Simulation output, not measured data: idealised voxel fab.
Process module in this document: voxel trench capacitor
Section shown: cut. Width: 175 nm. Cell size: 5 nm, square.
Cross-section spec: square-cell grid; bands listed top down; each band is one or more rows.
What a band's entry tells you: where the top is and where the bottom is, as heights in nm, and after that what lies inside, material by material from left to right, each with its width in nm. Empty space is written as the word "air", and a single material marked with the word "everywhere" occupies the band from edge to edge.
Height is counted from the level 0, under which the received wafer is composed throughout of one material. The lowest of the bands is not closed at the bottom but continues downward, in the notation "0 down".
You'd read "30..40" like this: the band's top row of cells is as wide as the first number, its bottom row is as wide as the second, and going down, every row changes width by the same amount as the row before did.
"nothing different" after a step means that no cell of the cross-section changed.
Entry "Fully enclosed voids". Content: empty spaces with no open connection to the top, size 8 cells or greater. Each: width x height at distance. Distance: from left edge. Unit: nm.
Formally, on a step line, whatever follows the settings is a remark that the simulator itself makes on the step.
Each step line may optionally specify "overlay nm", which for a step with a mask gives the rightward distance between the mask's planned place and where it lay, a negative value indicating the leftward direction.
The steps planned for the process are as follows
| 1 | RECEIVE with material Si |
| 2 | CONFORMAL_DEP with material SiN, thk nm 5 |
| 3 | DIRECTIONAL_DEP with material aC, thk nm 15 |
| 4 | PATTERN with tone open, mask id TRENCH, material resist, width nm 30, pitch nm 60, thk nm 35, overlay nm 0 |
| 5 | DIRECTIONAL_ETCH with etch materials aC, depth nm 15 |
| 6 | STRIP with etch materials resist |
| 7 | DIRECTIONAL_ETCH with etch materials SiN, depth nm 5 |
| 8 | DIRECTIONAL_ETCH with etch materials Si, depth nm 40 |
| 9 | STRIP with etch materials aC |
| 10 | CONFORMAL_DEP with material HfO2, thk nm 5 |
| 11 | CONFORMAL_DEP with material TiN, thk nm 5 |
| 12 | FILL_DEP with material W, thk nm 5 |
| 13 | CMP with height nm 5 |
Delivered wafer in cross-section: state after step 1
* 0 down  Si everywhere
* Fully enclosed voids: none
Cross-section, first of two wafers, end of module, run as planned
* 5 to 0  SiN=40 | HfO2=5 | TiN=5 | W=10 | TiN=5 | HfO2=5 | SiN=30 | HfO2=5 | TiN=5 | W=10 | TiN=5 | HfO2=5 | SiN=45
* 0 to -30  Si=40 | HfO2=5 | TiN=5 | W=10 | TiN=5 | HfO2=5 | Si=30 | HfO2=5 | TiN=5 | W=10 | TiN=5 | HfO2=5 | Si=45
* -30 to -35  Si=40 | HfO2=5 | TiN=20 | HfO2=5 | Si=30 | HfO2=5 | TiN=20 | HfO2=5 | Si=45
* -35 to -40  Si=40 | HfO2=30 | Si=30 | HfO2=30 | Si=45
* -40 down  Si everywhere
* Fully enclosed voids: none
Cross-section, wafer two of two, end of module: same start and plan as wafer one, one error in execution
* 5 to 0  SiN=40 | TiN=5 | HfO2=5 | W=10 | HfO2=5 | TiN=5 | SiN=30 | TiN=5 | HfO2=5 | W=10 | HfO2=5 | TiN=5 | SiN=45
* 0 to -30  Si=40 | TiN=5 | HfO2=5 | W=10 | HfO2=5 | TiN=5 | Si=30 | TiN=5 | HfO2=5 | W=10 | HfO2=5 | TiN=5 | Si=45
* -30 to -35  Si=40 | TiN=5 | HfO2=20 | TiN=5 | Si=30 | TiN=5 | HfO2=20 | TiN=5 | Si=45
* -35 to -40  Si=40 | TiN=30 | Si=30 | TiN=30 | Si=45
* -40 down  Si everywhere
* Fully enclosed voids: none
Finding, execution versus plan: mixed up steps 10 and 11 - ran each in the other's place
Looking at both finished wafers in cells, the second ends up ahead of or behind the first on some materials: HfO2 -8 | TiN +8
